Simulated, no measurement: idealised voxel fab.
This section sets out a process module, namely voxel gate over fins.
Section shown: cut. Width: 255 nm. Cell size: 5 nm, square.
Each cross-section below is a grid of square cells, stated as bands in top-down order, with one or more rows of cells making up each band.
The entry gives the band's vertical extent as a top height and a bottom height in nm, then its horizontal make-up as materials from left to right, each with a width in nm. "empty" stands for empty space; a single material marked "throughout" fills the band edge to edge.
The reference from which all heights are counted is 0, the level beneath which the as-received wafer is entirely one material; the lowest band, having no lower bound, proceeds downward and is written after the example "0..down".
Per-row width for "30 to 40": begins at first number (top row of band), ends at second number (bottom row), increment between rows held constant.
Where the words "remained the same" appear for a step, the cross-section shows no cell changed by that step; every cell remained as before.
Heads up: "Closed internal voids" only lists the empty pockets with no open path to the top that are 8 cells or more, and it writes them as width x height at distance, distance from the left edge, in nm.
after a step's settings: what the simulator itself notes on the step
What "overlay nm" on a step's line means: if the step has a mask, that mask lay this far to the right of its planned place, or, when the value is negative, to the left.

SET OUT BELOW ARE THE PLANNED STEPS OF THE PROCESS
1. RECEIVE | material Si
2. CONFORMAL_DEP | material SiN | thk nm 5
3. DIRECTIONAL_DEP | material aC | thk nm 15
4. PATTERN | tone cover | mask id FINS | material resist | width nm 15 | pitch nm 35 | thk nm 35 | overlay nm 0
5. DIRECTIONAL_ETCH | etch materials aC | depth nm 15
6. STRIP | etch materials resist
7. DIRECTIONAL_ETCH | etch materials SiN | depth nm 5
8. DIRECTIONAL_ETCH | etch materials Si | depth nm 30
9. STRIP | etch materials aC
10. FILL_DEP | material SiO2 | thk nm 15
11. CMP | height nm 5
12. SELECTIVE_ETCH | etch materials SiO2 | depth nm 15
13. STRIP | etch materials SiN
14. CONFORMAL_DEP | material HfO2 | thk nm 5
15. CONFORMAL_DEP | material TiN | thk nm 5
16. CONFORMAL_DEP | material TiAl | thk nm 5
17. CONFORMAL_DEP | material TiN | thk nm 5
18. FILL_DEP | material W | thk nm 15
19. CMP | height nm 30
20. CONFORMAL_DEP | material SiN | thk nm 10

CONCERNING THE FIRST OF TWO WAFERS, WHICH WAS RUN IN ACCORDANCE WITH THE PLAN

HERE'S WHAT THE WAFER LOOKED LIKE IN CROSS-SECTION WHEN IT ARRIVED - THAT'S AFTER STEP 1
	0..down: Si throughout
	Closed internal voids: none

HOW THE WAFER STANDS IN SECTION AFTER STEP 2
	5..0: SiN throughout
	below 0: unchanged

HOW THE WAFER STANDS IN SECTION AFTER STEP 3
	20..5: aC throughout
	below 5: unchanged

HOW THE WAFER STANDS IN SECTION AFTER STEP 4
	55..20: 65 nm empty | 15 nm resist | 20 nm empty | 15 nm resist | 20 nm empty | 15 nm resist | 20 nm empty | 15 nm resist | 70 nm empty
	below 20: unchanged

HOW THE WAFER STANDS IN SECTION AFTER STEP 5
	40..20: 65 nm empty | 15 nm resist | 20 nm empty | 15 nm resist | 20 nm empty | 15 nm resist | 20 nm empty | 15 nm resist | 70 nm empty
	20..5: 65 nm empty | 15 nm aC | 20 nm empty | 15 nm aC | 20 nm empty | 15 nm aC | 20 nm empty | 15 nm aC | 70 nm empty
	below 5: unchanged

HOW THE WAFER STANDS IN SECTION AFTER STEP 6
	20..5: 65 nm empty | 15 nm aC | 20 nm empty | 15 nm aC | 20 nm empty | 15 nm aC | 20 nm empty | 15 nm aC | 70 nm empty
	below 5: unchanged

HOW THE WAFER STANDS IN SECTION AFTER STEP 7
	20..5: 65 nm empty | 15 nm aC | 20 nm empty | 15 nm aC | 20 nm empty | 15 nm aC | 20 nm empty | 15 nm aC | 70 nm empty
	5..0: 65 nm empty | 15 nm SiN | 20 nm empty | 15 nm SiN | 20 nm empty | 15 nm SiN | 20 nm empty | 15 nm SiN | 70 nm empty
	below 0: unchanged

HOW THE WAFER STANDS IN SECTION AFTER STEP 8
	20..5: 65 nm empty | 15 nm aC | 20 nm empty | 15 nm aC | 20 nm empty | 15 nm aC | 20 nm empty | 15 nm aC | 70 nm empty
	5..0: 65 nm empty | 15 nm SiN | 20 nm empty | 15 nm SiN | 20 nm empty | 15 nm SiN | 20 nm empty | 15 nm SiN | 70 nm empty
	0..-30: 65 nm empty | 15 nm Si | 20 nm empty | 15 nm Si | 20 nm empty | 15 nm Si | 20 nm empty | 15 nm Si | 70 nm empty
	below -30: unchanged

HOW THE WAFER STANDS IN SECTION AFTER STEP 9
	5..0: 65 nm empty | 15 nm SiN | 20 nm empty | 15 nm SiN | 20 nm empty | 15 nm SiN | 20 nm empty | 15 nm SiN | 70 nm empty
	below 0: unchanged

HOW THE WAFER STANDS IN SECTION AFTER STEP 10
	20..5: SiO2 throughout
	5..0: 65 nm SiO2 | 15 nm SiN | 20 nm SiO2 | 15 nm SiN | 20 nm SiO2 | 15 nm SiN | 20 nm SiO2 | 15 nm SiN | 70 nm SiO2
	0..-30: 65 nm SiO2 | 15 nm Si | 20 nm SiO2 | 15 nm Si | 20 nm SiO2 | 15 nm Si | 20 nm SiO2 | 15 nm Si | 70 nm SiO2
	below -30: unchanged

HOW THE WAFER STANDS IN SECTION AFTER STEP 11
	5..0: 65 nm SiO2 | 15 nm SiN | 20 nm SiO2 | 15 nm SiN | 20 nm SiO2 | 15 nm SiN | 20 nm SiO2 | 15 nm SiN | 70 nm SiO2
	below 0: unchanged

HOW THE WAFER STANDS IN SECTION AFTER STEP 12
	5..0: 65 nm empty | 15 nm SiN | 20 nm empty | 15 nm SiN | 20 nm empty | 15 nm SiN | 20 nm empty | 15 nm SiN | 70 nm empty
	0..-10: 65 nm empty | 15 nm Si | 20 nm empty | 15 nm Si | 20 nm empty | 15 nm Si | 20 nm empty | 15 nm Si | 70 nm empty
	below -10: unchanged

HOW THE WAFER STANDS IN SECTION AFTER STEP 13
	0..-10: 65 nm empty | 15 nm Si | 20 nm empty | 15 nm Si | 20 nm empty | 15 nm Si | 20 nm empty | 15 nm Si | 70 nm empty
	below -10: unchanged

HOW THE WAFER STANDS IN SECTION AFTER STEP 14
	5..0: 60 nm empty | 25 nm HfO2 | 10 nm empty | 25 nm HfO2 | 10 nm empty | 25 nm HfO2 | 10 nm empty | 25 nm HfO2 | 65 nm empty
	0..-5: 60 nm empty | 5 nm HfO2 | 15 nm Si | 5 nm HfO2 | 10 nm empty | 5 nm HfO2 | 15 nm Si | 5 nm HfO2 | 10 nm empty | 5 nm HfO2 | 15 nm Si | 5 nm HfO2 | 10 nm empty | 5 nm HfO2 | 15 nm Si | 5 nm HfO2 | 65 nm empty
	-5..-10: 65 nm HfO2 | 15 nm Si | 20 nm HfO2 | 15 nm Si | 20 nm HfO2 | 15 nm Si | 20 nm HfO2 | 15 nm Si | 70 nm HfO2
	below -10: unchanged

HOW THE WAFER STANDS IN SECTION AFTER STEP 15
	10..5: 55 nm empty | 140 nm TiN | 60 nm empty
	5..0: 55 nm empty | 5 nm TiN | 25 nm HfO2 | 10 nm TiN | 25 nm HfO2 | 10 nm TiN | 25 nm HfO2 | 10 nm TiN | 25 nm HfO2 | 5 nm TiN | 60 nm empty
	0..-5: 60 nm TiN | 5 nm HfO2 | 15 nm Si | 5 nm HfO2 | 10 nm TiN | 5 nm HfO2 | 15 nm Si | 5 nm HfO2 | 10 nm TiN | 5 nm HfO2 | 15 nm Si | 5 nm HfO2 | 10 nm TiN | 5 nm HfO2 | 15 nm Si | 5 nm HfO2 | 65 nm TiN
	below -5: unchanged

HOW THE WAFER STANDS IN SECTION AFTER STEP 16
	15..10: 50 nm empty | 150 nm TiAl | 55 nm empty
	10..5: 50 nm empty | 5 nm TiAl | 140 nm TiN | 5 nm TiAl | 55 nm empty
	5..0: 55 nm TiAl | 5 nm TiN | 25 nm HfO2 | 10 nm TiN | 25 nm HfO2 | 10 nm TiN | 25 nm HfO2 | 10 nm TiN | 25 nm HfO2 | 5 nm TiN | 60 nm TiAl
	below 0: unchanged

HOW THE WAFER STANDS IN SECTION AFTER STEP 17
	20..15: 45 nm empty | 160 nm TiN | 50 nm empty
	15..10: 45 nm empty | 5 nm TiN | 150 nm TiAl | 5 nm TiN | 50 nm empty
	10..5: 50 nm TiN | 5 nm TiAl | 140 nm TiN | 5 nm TiAl | 55 nm TiN
	below 5: unchanged

HOW THE WAFER STANDS IN SECTION AFTER STEP 18
	35..20: W throughout
	20..15: 45 nm W | 160 nm TiN | 50 nm W
	15..10: 45 nm W | 5 nm TiN | 150 nm TiAl | 5 nm TiN | 50 nm W
	below 10: unchanged

HOW THE WAFER STANDS IN SECTION AFTER STEP 19
	30..20: W throughout
	below 20: unchanged

HOW THE WAFER STANDS IN SECTION AFTER STEP 20
	40..30: SiN throughout
	below 30: unchanged

THE SECOND WAFER WAS PREPARED FROM THE SAME STARTING POINT AND UNDER THE SAME PLAN AS THE FIRST; ITS PROCESSING CONTAINED ONE MISTAKE, AND IT REMAINS INDISTINGUISHABLE FROM THE FIRST WAFER UP TO AND INCLUDING STEP 3

CROSS-SECTION OF THE SECOND WAFER WHEN, ACCORDING TO PLAN, STEP 4 SHOULD HAVE FINISHED
	55..20: 65 nm empty | 20 nm resist | 15 nm empty | 20 nm resist | 15 nm empty | 20 nm resist | 15 nm empty | 20 nm resist | 65 nm empty
	below 20: unchanged

CROSS-SECTION OF THE SECOND WAFER WHEN, ACCORDING TO PLAN, STEP 5 SHOULD HAVE FINISHED
	40..20: 65 nm empty | 20 nm resist | 15 nm empty | 20 nm resist | 15 nm empty | 20 nm resist | 15 nm empty | 20 nm resist | 65 nm empty
	20..5: 65 nm empty | 20 nm aC | 15 nm empty | 20 nm aC | 15 nm empty | 20 nm aC | 15 nm empty | 20 nm aC | 65 nm empty
	below 5: unchanged

CROSS-SECTION OF THE SECOND WAFER WHEN, ACCORDING TO PLAN, STEP 6 SHOULD HAVE FINISHED
	20..5: 65 nm empty | 20 nm aC | 15 nm empty | 20 nm aC | 15 nm empty | 20 nm aC | 15 nm empty | 20 nm aC | 65 nm empty
	below 5: unchanged

CROSS-SECTION OF THE SECOND WAFER WHEN, ACCORDING TO PLAN, STEP 7 SHOULD HAVE FINISHED
	20..5: 65 nm empty | 20 nm aC | 15 nm empty | 20 nm aC | 15 nm empty | 20 nm aC | 15 nm empty | 20 nm aC | 65 nm empty
	5..0: 65 nm empty | 20 nm SiN | 15 nm empty | 20 nm SiN | 15 nm empty | 20 nm SiN | 15 nm empty | 20 nm SiN | 65 nm empty
	below 0: unchanged

CROSS-SECTION OF THE SECOND WAFER WHEN, ACCORDING TO PLAN, STEP 8 SHOULD HAVE FINISHED
	20..5: 65 nm empty | 20 nm aC | 15 nm empty | 20 nm aC | 15 nm empty | 20 nm aC | 15 nm empty | 20 nm aC | 65 nm empty
	5..0: 65 nm empty | 20 nm SiN | 15 nm empty | 20 nm SiN | 15 nm empty | 20 nm SiN | 15 nm empty | 20 nm SiN | 65 nm empty
	0..-30: 65 nm empty | 20 nm Si | 15 nm empty | 20 nm Si | 15 nm empty | 20 nm Si | 15 nm empty | 20 nm Si | 65 nm empty
	below -30: unchanged

CROSS-SECTION OF THE SECOND WAFER WHEN, ACCORDING TO PLAN, STEP 9 SHOULD HAVE FINISHED
	5..0: 65 nm empty | 20 nm SiN | 15 nm empty | 20 nm SiN | 15 nm empty | 20 nm SiN | 15 nm empty | 20 nm SiN | 65 nm empty
	below 0: unchanged

CROSS-SECTION OF THE SECOND WAFER WHEN, ACCORDING TO PLAN, STEP 10 SHOULD HAVE FINISHED
	20..5: SiO2 throughout
	5..0: 65 nm SiO2 | 20 nm SiN | 15 nm SiO2 | 20 nm SiN | 15 nm SiO2 | 20 nm SiN | 15 nm SiO2 | 20 nm SiN | 65 nm SiO2
	0..-30: 65 nm SiO2 | 20 nm Si | 15 nm SiO2 | 20 nm Si | 15 nm SiO2 | 20 nm Si | 15 nm SiO2 | 20 nm Si | 65 nm SiO2
	below -30: unchanged

CROSS-SECTION OF THE SECOND WAFER WHEN, ACCORDING TO PLAN, STEP 11 SHOULD HAVE FINISHED
	5..0: 65 nm SiO2 | 20 nm SiN | 15 nm SiO2 | 20 nm SiN | 15 nm SiO2 | 20 nm SiN | 15 nm SiO2 | 20 nm SiN | 65 nm SiO2
	below 0: unchanged

CROSS-SECTION OF THE SECOND WAFER WHEN, ACCORDING TO PLAN, STEP 12 SHOULD HAVE FINISHED
	5..0: 65 nm empty | 20 nm SiN | 15 nm empty | 20 nm SiN | 15 nm empty | 20 nm SiN | 15 nm empty | 20 nm SiN | 65 nm empty
	0..-10: 65 nm empty | 20 nm Si | 15 nm empty | 20 nm Si | 15 nm empty | 20 nm Si | 15 nm empty | 20 nm Si | 65 nm empty
	below -10: unchanged

CROSS-SECTION OF THE SECOND WAFER WHEN, ACCORDING TO PLAN, STEP 13 SHOULD HAVE FINISHED
	0..-10: 65 nm empty | 20 nm Si | 15 nm empty | 20 nm Si | 15 nm empty | 20 nm Si | 15 nm empty | 20 nm Si | 65 nm empty
	below -10: unchanged

CROSS-SECTION OF THE SECOND WAFER WHEN, ACCORDING TO PLAN, STEP 14 SHOULD HAVE FINISHED
	5..0: 60 nm empty | 30 nm HfO2 | 5 nm empty | 30 nm HfO2 | 5 nm empty | 30 nm HfO2 | 5 nm empty | 30 nm HfO2 | 60 nm empty
	0..-5: 60 nm empty | 5 nm HfO2 | 20 nm Si | 5 nm HfO2 | 5 nm empty | 5 nm HfO2 | 20 nm Si | 5 nm HfO2 | 5 nm empty | 5 nm HfO2 | 20 nm Si | 5 nm HfO2 | 5 nm empty | 5 nm HfO2 | 20 nm Si | 5 nm HfO2 | 60 nm empty
	-5..-10: 65 nm HfO2 | 20 nm Si | 15 nm HfO2 | 20 nm Si | 15 nm HfO2 | 20 nm Si | 15 nm HfO2 | 20 nm Si | 65 nm HfO2
	below -10: unchanged

CROSS-SECTION OF THE SECOND WAFER WHEN, ACCORDING TO PLAN, STEP 15 SHOULD HAVE FINISHED
	10..5: 55 nm empty | 145 nm TiN | 55 nm empty
	5..0: 55 nm empty | 5 nm TiN | 30 nm HfO2 | 5 nm TiN | 30 nm HfO2 | 5 nm TiN | 30 nm HfO2 | 5 nm TiN | 30 nm HfO2 | 5 nm TiN | 55 nm empty
	0..-5: 60 nm TiN | 5 nm HfO2 | 20 nm Si | 5 nm HfO2 | 5 nm TiN | 5 nm HfO2 | 20 nm Si | 5 nm HfO2 | 5 nm TiN | 5 nm HfO2 | 20 nm Si | 5 nm HfO2 | 5 nm TiN | 5 nm HfO2 | 20 nm Si | 5 nm HfO2 | 60 nm TiN
	below -5: unchanged

CROSS-SECTION OF THE SECOND WAFER WHEN, ACCORDING TO PLAN, STEP 16 SHOULD HAVE FINISHED
	15..10: 50 nm empty | 155 nm TiAl | 50 nm empty
	10..5: 50 nm empty | 5 nm TiAl | 145 nm TiN | 5 nm TiAl | 50 nm empty
	5..0: 55 nm TiAl | 5 nm TiN | 30 nm HfO2 | 5 nm TiN | 30 nm HfO2 | 5 nm TiN | 30 nm HfO2 | 5 nm TiN | 30 nm HfO2 | 5 nm TiN | 55 nm TiAl
	below 0: unchanged

CROSS-SECTION OF THE SECOND WAFER WHEN, ACCORDING TO PLAN, STEP 17 SHOULD HAVE FINISHED
	20..15: 45 nm empty | 165 nm TiN | 45 nm empty
	15..10: 45 nm empty | 5 nm TiN | 155 nm TiAl | 5 nm TiN | 45 nm empty
	10..5: 50 nm TiN | 5 nm TiAl | 145 nm TiN | 5 nm TiAl | 50 nm TiN
	below 5: unchanged

CROSS-SECTION OF THE SECOND WAFER WHEN, ACCORDING TO PLAN, STEP 18 SHOULD HAVE FINISHED
	35..20: W throughout
	20..15: 45 nm W | 165 nm TiN | 45 nm W
	15..10: 45 nm W | 5 nm TiN | 155 nm TiAl | 5 nm TiN | 45 nm W
	below 10: unchanged

CROSS-SECTION OF THE SECOND WAFER WHEN, ACCORDING TO PLAN, STEP 19 SHOULD HAVE FINISHED
	30..20: W throughout
	below 20: unchanged

CROSS-SECTION OF THE SECOND WAFER WHEN, ACCORDING TO PLAN, STEP 20 SHOULD HAVE FINISHED
	40..30: SiN throughout
	below 30: unchanged
Error vs. plan: step 4 ran with different settings than intended, the actual operation and settings being PATTERN | tone cover | mask id FINS | material resist | width nm 20 | pitch nm 35 | thk nm 35 | overlay nm 0
End of process, cell counts, second wafer against first, materials with more or fewer: 24 more of Si | 16 fewer of SiO2 | 6 fewer of TiN | 2 fewer of W
